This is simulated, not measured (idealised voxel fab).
process module | voxel plated lines
Displayed cross-section: cut, width of 245 nm, square cells sized 5 nm.
In what follows, cross-sections appear as grids of square cells, described through bands that run from the top down, where every band is one or more rows of cells.
A band entry consists of two parts. The first gives the height of the band's top and the height of its bottom, in nm. The rest lists the band's materials from left to right, each with its width in nm. A single material labelled with the word "throughout" fills the band from edge to edge, and the word "empty" marks empty space.
Heads up on the height convention: 0 is the point under which the incoming wafer is all one material, and the lowest band has no bottom, it just keeps going down, like "from 0 down".
The notation "30 to 40" denotes a width that varies across the rows of cells in the band, beginning at the first number in the top row, finishing at the second number in the bottom row, and changing by an identical amount from each row to the next.
Given "no change" for a step, no cell of the cross-section differs between before and after that step.
Voids not open to the top, 8 cells minimum: see "Closed void table". Written width x height at distance; distance is from the left edge; nm.
Text after the settings on a step's line: the simulator's own remark on that step.
On any step carrying a mask, the "overlay nm" setting, if present on the step's line, tells how far right of its planned place the mask lay; negative values point to the left.

## Set out below are the planned steps of the process
step 1: RECEIVE with material Si
step 2: CONFORMAL_DEP with material SiO2, thk nm 5
step 3: DIRECTIONAL_DEP with material TiN, thk nm 5
step 4: PATTERN with tone open, mask id LINES, material resist, width nm 20, pitch nm 35, thk nm 40, overlay nm 0
step 5: EPI with material Ru, thk nm 5
step 6: EPI with material Ru, thk nm 5
step 7: EPI with material Ru, thk nm 5
step 8: STRIP with etch materials resist
step 9: DIRECTIONAL_ETCH with etch materials TiN, depth nm 5
step 10: CONFORMAL_DEP with material SiCN, thk nm 10

## The first wafer of two, processed as planned

## Wafer at receipt (post step 1), cross-section
* from 0 down: Si throughout
* Closed void table: none

## How the wafer stands in section after step 2
* from 5 to 0: SiO2 throughout
* Under the height 0 nothing was changed.

## How the wafer stands in section after step 3
* from 10 to 5: TiN throughout
* Under the height 5 nothing was changed.

## How the wafer stands in section after step 4
* from 50 to 10: resist (75); empty (20); resist (15); empty (20); resist (15); empty (20); resist (80)
* Under the height 10 nothing was changed.

## How the wafer stands in section after step 5
* from 50 to 15: resist (75); empty (20); resist (15); empty (20); resist (15); empty (20); resist (80)
* from 15 to 10: resist (75); Ru (20); resist (15); Ru (20); resist (15); Ru (20); resist (80)
* Under the height 10 nothing was changed.

## How the wafer stands in section after step 6
* from 50 to 20: resist (75); empty (20); resist (15); empty (20); resist (15); empty (20); resist (80)
* from 20 to 10: resist (75); Ru (20); resist (15); Ru (20); resist (15); Ru (20); resist (80)
* Under the height 10 nothing was changed.

## How the wafer stands in section after step 7
* from 50 to 25: resist (75); empty (20); resist (15); empty (20); resist (15); empty (20); resist (80)
* from 25 to 10: resist (75); Ru (20); resist (15); Ru (20); resist (15); Ru (20); resist (80)
* Under the height 10 nothing was changed.

## How the wafer stands in section after step 8
* from 25 to 10: empty (75); Ru (20); empty (15); Ru (20); empty (15); Ru (20); empty (80)
* Under the height 10 nothing was changed.

## How the wafer stands in section after step 9
* from 25 to 10: empty (75); Ru (20); empty (15); Ru (20); empty (15); Ru (20); empty (80)
* from 10 to 5: empty (75); TiN (20); empty (15); TiN (20); empty (15); TiN (20); empty (80)
* Under the height 5 nothing was changed.

## How the wafer stands in section after step 10
* from 35 to 25: empty (65); SiCN (110); empty (70)
* from 25 to 15: empty (65); SiCN (10); Ru (20); SiCN (15); Ru (20); SiCN (15); Ru (20); SiCN (10); empty (70)
* from 15 to 10: SiCN (75); Ru (20); SiCN (15); Ru (20); SiCN (15); Ru (20); SiCN (80)
* from 10 to 5: SiCN (75); TiN (20); SiCN (15); TiN (20); SiCN (15); TiN (20); SiCN (80)
* Under the height 5 nothing was changed.

## Here the second wafer is described. Its start and its plan were those of the first wafer. Its run contained one mistake. Up to and including step 3, it did exactly what the first wafer did

## Cross-section of the second wafer corresponding to the planned conclusion of step 4
* from 50 to 10: empty (75); resist (20); empty (15); resist (20); empty (15); resist (20); empty (80)
* Under the height 10 nothing was changed.

## Cross-section of the second wafer corresponding to the planned conclusion of step 5
* from 50 to 15: empty (75); resist (20); empty (15); resist (20); empty (15); resist (20); empty (80)
* from 15 to 10: Ru (75); resist (20); Ru (15); resist (20); Ru (15); resist (20); Ru (80)
* Under the height 10 nothing was changed.

## Cross-section of the second wafer corresponding to the planned conclusion of step 6
* from 50 to 20: empty (75); resist (20); empty (15); resist (20); empty (15); resist (20); empty (80)
* from 20 to 10: Ru (75); resist (20); Ru (15); resist (20); Ru (15); resist (20); Ru (80)
* Under the height 10 nothing was changed.

## Cross-section of the second wafer corresponding to the planned conclusion of step 7
* from 50 to 25: empty (75); resist (20); empty (15); resist (20); empty (15); resist (20); empty (80)
* from 25 to 10: Ru (75); resist (20); Ru (15); resist (20); Ru (15); resist (20); Ru (80)
* Under the height 10 nothing was changed.

## Cross-section of the second wafer corresponding to the planned conclusion of step 8
* from 25 to 10: Ru (75); empty (20); Ru (15); empty (20); Ru (15); empty (20); Ru (80)
* Under the height 10 nothing was changed.

## Cross-section of the second wafer corresponding to the planned conclusion of step 9
* from 25 to 10: Ru (75); empty (20); Ru (15); empty (20); Ru (15); empty (20); Ru (80)
* from 10 to 5: TiN (75); empty (20); TiN (15); empty (20); TiN (15); empty (20); TiN (80)
* Under the height 5 nothing was changed.

## Cross-section of the second wafer corresponding to the planned conclusion of step 10
* from 35 to 25: SiCN throughout
* from 25 to 10: Ru (75); SiCN (20); Ru (15); SiCN (20); Ru (15); SiCN (20); Ru (80)
* from 10 to 5: TiN (75); SiCN (20); TiN (15); SiCN (20); TiN (15); SiCN (20); TiN (80)
* Under the height 5 nothing was changed.
Error vs. plan: step 4 did not use the planned setting and instead ran as PATTERN with tone cover, mask id LINES, material resist, width nm 20, pitch nm 35, thk nm 40, overlay nm 0
End of process, cell counts, second wafer against first, materials with more or fewer: Ru +75 | SiCN +8 | TiN +25
